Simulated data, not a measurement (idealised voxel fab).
You're looking at the process module voxel transistor to metal.
Xsec cut, 295 nm wide, square cell size 5 nm.
Throughout this document, each cross-section is represented as a grid of square cells and is presented as a sequence of bands enumerated from the top downward, where a band comprises one or more rows of cells. Quick guide to a band line: top height, bottom height (nm) up front; then every material left to right with its width in nm. Only one material and it's marked "throughout"? Then it fills the band edge to edge. And "air" just means empty space. Height datum 0, below which the as-received substrate wafer is one material. Lowest band open at the bottom, running downward: "0 nm and below". A width such as "30 to 40" changes by the same amount from each row of cells to the next, from the band's top row to its bottom row. Where a step carries "left unchanged", the cross-section came out of it unchanged, cell for cell. If an empty space has no open way to the top and is at least 8 cells in size, "Voids lacking openings" lists it, written width x height at distance, where distance is measured from the left edge and every value is in nm. If you see something after the settings on a step's line, that's the simulator's own remark about that step. overlay nm, on a step with a mask: how far to the right of its planned place the mask lay; to the left if negative.
Intended process steps:
| 1 | RECEIVE | material Si |
| 2 | OXIDIZE | depth nm 5 |
| 3 | CONFORMAL_DEP | material SiN | thk nm 10 |
| 4 | MASKED_ETCH | tone cover | mask id ACTIVE | width nm 90 | pitch nm 110 | etch materials SiN | depth nm 10 | overlay nm 0 |
| 5 | MASKED_ETCH | tone cover | mask id ACTIVE | width nm 90 | pitch nm 110 | etch materials SiO2 | depth nm 5 | overlay nm 0 |
| 6 | MASKED_ETCH | tone cover | mask id ACTIVE | width nm 90 | pitch nm 110 | etch materials Si | depth nm 25 | overlay nm 0 |
| 7 | FILL_DEP | material SiO2 | thk nm 15 |
| 8 | CMP | height nm 10 |
| 9 | SELECTIVE_ETCH | etch materials SiO2 | depth nm 10 |
| 10 | STRIP | etch materials SiN |
| 11 | SELECTIVE_ETCH | etch materials SiO2 | depth nm 5 |
| 12 | OXIDIZE | depth nm 5 |
| 13 | DIRECTIONAL_DEP | material polySi | thk nm 25 |
| 14 | DIRECTIONAL_DEP | material SiCN | thk nm 10 |
| 15 | MASKED_ETCH | tone cover | mask id GATE | width nm 20 | pitch nm 110 | etch materials SiCN | depth nm 20 | overlay nm 0 |
| 16 | MASKED_ETCH | tone cover | mask id GATE | width nm 20 | pitch nm 110 | etch materials polySi | depth nm 35 | overlay nm 0 |
| 17 | CONFORMAL_DEP | material SiO2 | thk nm 5 |
| 18 | DIRECTIONAL_ETCH | etch materials SiO2 | depth nm 5 |
| 19 | CONFORMAL_DEP | material SiN | thk nm 10 |
| 20 | DIRECTIONAL_ETCH | etch materials SiN | depth nm 10 |
| 21 | DIRECTIONAL_ETCH | etch materials SiO2 | depth nm 5 |
| 22 | DIRECTIONAL_ETCH | etch materials Si | depth nm 5 |
| 23 | EPI | material SiGe | thk nm 10 |
| 24 | FILL_DEP | material SiO2 | thk nm 5 |
| 25 | CMP | height nm 30 |
| 26 | DIRECTIONAL_DEP | material SiO2 | thk nm 10 |
| 27 | PATTERN | tone open | mask id CONTACT | material resist | width nm 15 | thk nm 20 | overlay nm 0 |
| 28 | DIRECTIONAL_ETCH | etch materials SiO2 | depth nm 45 |
| 29 | STRIP | etch materials resist |
| 30 | CONFORMAL_DEP | material TiN | thk nm 5 |
| 31 | FILL_DEP | material W | thk nm 5 |
| 32 | CMP | height nm 40 |
| 33 | DIRECTIONAL_DEP | material TiN | thk nm 5 |
| 34 | DIRECTIONAL_DEP | material Ru | thk nm 25 |
| 35 | MASKED_ETCH | tone cover | mask id METAL_1 | width nm 15 | etch materials Ru | depth nm 25 | overlay nm 0 |
| 36 | MASKED_ETCH | tone cover | mask id METAL_1 | width nm 15 | etch materials TiN | depth nm 5 | overlay nm 0 |
| 37 | FILL_DEP | material SiO2 | thk nm 5 |
| 38 | CMP | height nm 70 |
| 39 | CONFORMAL_DEP | material SiCN | thk nm 5 |
| 40 | DIRECTIONAL_DEP | material SiO2 | thk nm 30 |
| 41 | DIRECTIONAL_DEP | material aC | thk nm 10 |
| 42 | PATTERN | tone open | mask id METAL_2 | material resist | width nm 15 | pitch nm 110 | thk nm 25 | overlay nm 0 |
| 43 | DIRECTIONAL_ETCH | etch materials aC | depth nm 10 |
| 44 | STRIP | etch materials resist |
| 45 | DIRECTIONAL_ETCH | etch materials SiO2 | depth nm 15 |
| 46 | STRIP | etch materials aC |
| 47 | MASKED_ETCH | tone open | mask id METAL_2_HOLES | width nm 15 | pitch nm 110 | etch materials SiO2 | depth nm 15 | overlay nm 0 |
| 48 | MASKED_ETCH | tone open | mask id METAL_2_HOLES | width nm 15 | pitch nm 110 | etch materials SiCN | depth nm 5 | overlay nm 0 |
| 49 | CONFORMAL_DEP | material TiN | thk nm 5 |
| 50 | FILL_DEP | material Ru | thk nm 10 |
| 51 | CMP | height nm 105 |
| 52 | CONFORMAL_DEP | material SiN | thk nm 5 |
Shown in cross-section is the wafer as received, that is, as it stands after step 1:
  0 nm and below | Si throughout
  Voids lacking openings: none
End-of-module cross-section. Starting structure and process plan as above; one mistake made in running it:
  110 nm to 105 nm | SiN throughout
  105 nm to 75 nm | SiO2 50 nm  TiN 5 nm  Ru 5 nm  TiN 5 nm  SiO2 95 nm  TiN 5 nm  Ru 5 nm  TiN 5 nm  SiO2 120 nm
  75 nm to 70 nm | SiCN 50 nm  TiN 15 nm  SiCN 95 nm  TiN 15 nm  SiCN 120 nm
  70 nm to 45 nm | SiO2 50 nm  Ru 15 nm  SiO2 50 nm  Ru 15 nm  SiO2 30 nm  Ru 15 nm  SiO2 50 nm  Ru 15 nm  SiO2 55 nm
  45 nm to 40 nm | SiO2 50 nm  TiN 15 nm  SiO2 50 nm  TiN 15 nm  SiO2 30 nm  TiN 15 nm  SiO2 50 nm  TiN 15 nm  SiO2 55 nm
  40 nm to 30 nm | SiO2 50 nm  TiN 5 nm  W 5 nm  TiN 5 nm  SiO2 50 nm  TiN 5 nm  W 5 nm  TiN 5 nm  SiO2 30 nm  TiN 5 nm  W 5 nm  TiN 5 nm  SiO2 50 nm  TiN 5 nm  W 5 nm  TiN 5 nm  SiO2 55 nm
  30 nm to 25 nm | SiO2 50 nm  TiN 5 nm  W 5 nm  TiN 5 nm  SiN 10 nm  SiO2 5 nm  SiCN 20 nm  SiO2 5 nm  SiN 10 nm  TiN 5 nm  W 5 nm  TiN 5 nm  SiO2 30 nm  TiN 5 nm  W 5 nm  TiN 5 nm  SiN 10 nm  SiO2 5 nm  SiCN 20 nm  SiO2 5 nm  SiN 10 nm  TiN 5 nm  W 5 nm  TiN 5 nm  SiO2 55 nm
  25 nm to 10 nm | SiO2 50 nm  TiN 5 nm  W 5 nm  TiN 5 nm  SiN 10 nm  SiO2 5 nm  polySi 20 nm  SiO2 5 nm  SiN 10 nm  TiN 5 nm  W 5 nm  TiN 5 nm  SiO2 30 nm  TiN 5 nm  W 5 nm  TiN 5 nm  SiN 10 nm  SiO2 5 nm  polySi 20 nm  SiO2 5 nm  SiN 10 nm  TiN 5 nm  W 5 nm  TiN 5 nm  SiO2 55 nm
  10 nm to 5 nm | SiO2 50 nm  TiN 15 nm  SiN 10 nm  SiO2 5 nm  polySi 20 nm  SiO2 5 nm  SiN 10 nm  TiN 15 nm  SiO2 30 nm  TiN 15 nm  SiN 10 nm  SiO2 5 nm  polySi 20 nm  SiO2 5 nm  SiN 10 nm  TiN 15 nm  SiO2 55 nm
  5 nm to 0 nm | SiO2 50 nm  TiN 5 nm  SiGe 10 nm  SiN 10 nm  SiO2 5 nm  polySi 20 nm  SiO2 5 nm  SiN 10 nm  SiGe 10 nm  TiN 5 nm  SiO2 30 nm  TiN 5 nm  SiGe 10 nm  SiN 10 nm  SiO2 5 nm  polySi 20 nm  SiO2 5 nm  SiN 10 nm  SiGe 10 nm  TiN 5 nm  SiO2 55 nm
  0 nm to -5 nm | SiO2 35 nm  SiN 10 nm  SiO2 5 nm  SiGe 15 nm  SiO2 50 nm  SiGe 15 nm  SiO2 5 nm  SiN 20 nm  SiO2 5 nm  SiGe 15 nm  SiO2 50 nm  SiGe 15 nm  SiO2 5 nm  SiN 10 nm  SiO2 40 nm
  -5 nm to -10 nm | SiO2 55 nm  SiGe 10 nm  Si 50 nm  SiGe 10 nm  SiO2 40 nm  SiGe 10 nm  Si 50 nm  SiGe 10 nm  SiO2 60 nm
  -10 nm to -30 nm | SiO2 45 nm  Si 90 nm  SiO2 20 nm  Si 90 nm  SiO2 50 nm
  -30 nm and below | Si throughout
  Voids lacking openings: none
Here's what went sideways: ran 10 and 11 in swapped order versus the plan
